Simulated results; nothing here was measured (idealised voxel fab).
The following is a process module called voxel local oxidation.
Cross-section cut: width 235 nm, square cells of 5 nm.
How to read a cross-section here: the picture is a grid of square cells, written as bands going from the top down, and any band can span one or more rows of cells. Band entry format. Leading values: height of top, height of bottom, nm. Remainder: materials in left-to-right order, each with its width in nm. Special words: "all across" on a single material, which then fills the band edge to edge; "blank", empty space. Height 0 is the level under which the wafer as received is all one material. The lowest band goes on downwards, as in "z 0 and below". The width entry "30 to 40" should be interpreted row by row: the top row of cells in the band takes the first number, the bottom row takes the second number, and the change between adjacent rows is uniform throughout. Basically "left unchanged" means that step didn't change any cell in the cross-section. So "Unvented voids" is basically the list of trapped voids: any empty space of 8 cells or more that can't reach the top through an opening. They're written width x height at distance, the distance being from the left edge, and it's all nm. On each step's line, the part that comes after the settings is the simulator's own comment on the step. If you see "overlay nm" on a step's line and that step has a mask, it's telling you how far right of where it was planned the mask ended up; a negative number means it went left instead.
-- Planned step list for the process
| 1 | RECEIVE with material Si |
| 2 | OXIDIZE with depth nm 5 |
| 3 | CONFORMAL_DEP with material SiN, thk nm 15 |
| 4 | PATTERN with tone cover, mask id ACTIVE, material resist, width nm 130, thk nm 20, overlay nm 0 |
| 5 | DIRECTIONAL_ETCH with etch materials SiN, depth nm 15 |
| 6 | STRIP with etch materials resist |
| 7 | SELECTIVE_ETCH with etch materials SiO2, depth nm 5 |
| 8 | OXIDIZE with depth nm 10 |
| 9 | STRIP with etch materials SiN |
-- The first of two wafers, run as planned
-- So this is the incoming wafer in cross-section - it's already been through step 1
	z 0 and below = Si all across
	Unvented voids: none
-- Sectional view: wafer, after step 2
	z 0 to -5 = SiO2 all across
	Nothing below the height -5 has changed.
-- Sectional view: wafer, after step 3
	z 15 to 0 = SiN all across
	Nothing below the height 0 has changed.
-- Sectional view: wafer, after step 4
	z 35 to 15 = blank (50), resist (130), blank (55)
	Nothing below the height 15 has changed.
-- Sectional view: wafer, after step 5
	z 35 to 15 = blank (50), resist (130), blank (55)
	z 15 to 0 = blank (50), SiN (130), blank (55)
	Nothing below the height 0 has changed.
-- Sectional view: wafer, after step 6
	z 15 to 0 = blank (50), SiN (130), blank (55)
	Nothing below the height 0 has changed.
-- Sectional view: wafer, after step 7
	z 15 to 0 = blank (50), SiN (130), blank (55)
	z 0 to -5 = blank (55), SiO2 (120), blank (60)
	Nothing below the height -5 has changed.
-- Sectional view: wafer, after step 8
	z 15 to 0 = blank (50), SiN (130), blank (55)
	z 0 to -5 = blank (55), SiO2 (120), blank (60)
	z -5 to -15 = SiO2 (65), Si (100), SiO2 (70)
	Nothing below the height -15 has changed.
-- Sectional view: wafer, after step 9
	z 0 to -5 = blank (55), SiO2 (120), blank (60)
	Nothing below the height -5 has changed.
-- Wafer two of two - same starting point, same process plan, one mistake in execution; matches wafer one up to and including step 3
-- Planned end of step 4: second wafer, cross-section
	z 35 to 15 = blank (55), resist (130), blank (50)
	Nothing below the height 15 has changed.
-- Planned end of step 5: second wafer, cross-section
	z 35 to 15 = blank (55), resist (130), blank (50)
	z 15 to 0 = blank (55), SiN (130), blank (50)
	Nothing below the height 0 has changed.
-- Planned end of step 6: second wafer, cross-section
	z 15 to 0 = blank (55), SiN (130), blank (50)
	Nothing below the height 0 has changed.
-- Planned end of step 7: second wafer, cross-section
	z 15 to 0 = blank (55), SiN (130), blank (50)
	z 0 to -5 = blank (60), SiO2 (120), blank (55)
	Nothing below the height -5 has changed.
-- Planned end of step 8: second wafer, cross-section
	z 15 to 0 = blank (55), SiN (130), blank (50)
	z 0 to -5 = blank (60), SiO2 (120), blank (55)
	z -5 to -15 = SiO2 (70), Si (100), SiO2 (65)
	Nothing below the height -15 has changed.
-- Planned end of step 9: second wafer, cross-section
	z 0 to -5 = blank (60), SiO2 (120), blank (55)
	Nothing below the height -5 has changed.
The plan and the run diverged here: off-plan run, step 4, actual operation and settings PATTERN with tone cover, mask id ACTIVE, material resist, width nm 130, thk nm 20, overlay nm 5
The two final wafers agree on how many cells each material fills and disagree on which cells those are.
